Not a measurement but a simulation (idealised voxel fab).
Title: Process Module voxel double patterning
Section cut is 245 nm wide and gridded with 5 nm square cells.
In what follows, cross-sections appear as grids of square cells, described through bands that run from the top down, where every band is one or more rows of cells. Basically the band line says how high the top is and how high the bottom is, in nm, and then what's in it from left to right, every material with its width in nm. Empty space shows up as "empty", and if a single material carries "full width" it runs the full band edge to edge. Beneath 0, the wafer as received is one material, and that level is where height counting begins. The lowest band goes on downward without a bottom; it is written like "top 0, no bottom". Width: "30..40" (first number = top row, second number = bottom row, same change from row to row of cells). Where the words "no modification" appear for a step, the cross-section shows no cell changed by that step; every cell remained as before. Look at "Non-vented voids" for the closed voids: empty spaces with no open path to the top, sized 8 cells or up. Each is width x height at distance, distance from the left edge, all nm. Past the settings on a step's line: simulator remark, on that step. The optional step-line setting "overlay nm" applies to steps with a mask and quantifies how far to the right of its planned location the mask lay, a negative value indicating leftward placement.
Steps planned for the process:
1: RECEIVE with material Si
2: CONFORMAL_DEP with material SiO2, thk nm 10
3: DIRECTIONAL_DEP with material W, thk nm 20
4: DIRECTIONAL_DEP with material SiCN, thk nm 10
5: MASKED_ETCH with tone open, mask id FIRST, width nm 15, pitch nm 50, etch materials SiCN, depth nm 10, overlay nm 0
6: MASKED_ETCH with tone open, mask id SECOND, width nm 15, etch materials SiCN, depth nm 10, overlay nm 0
7: DIRECTIONAL_ETCH with etch materials W, depth nm 20
8: STRIP with etch materials SiCN
Step 1 complete: cross-section of the wafer as received:
  top 0, no bottom | Si full width
  Non-vented voids: none
Wafer cross-section at module end: first of two, run to plan:
  top 30, bottom 10 | W (90), then empty (15), then W (10), then empty (15), then W (10), then empty (15), then W (90)
  top 10, bottom 0 | SiO2 full width
  top 0, no bottom | Si full width
  Non-vented voids: none
Cross-section of the latter of the two wafers at module completion. It had an identical start and an identical plan to the former; in running it, one mistake was made:
  top 30, bottom 20 | SiO2 full width
  top 20, bottom 0 | W full width
  top 0, no bottom | Si full width
  Non-vented voids: none
Nonconformance to the process plan: steps 2 and 3: order swapped relative to plan
Final cells, second wafer relative to first, materials higher or lower: W +36
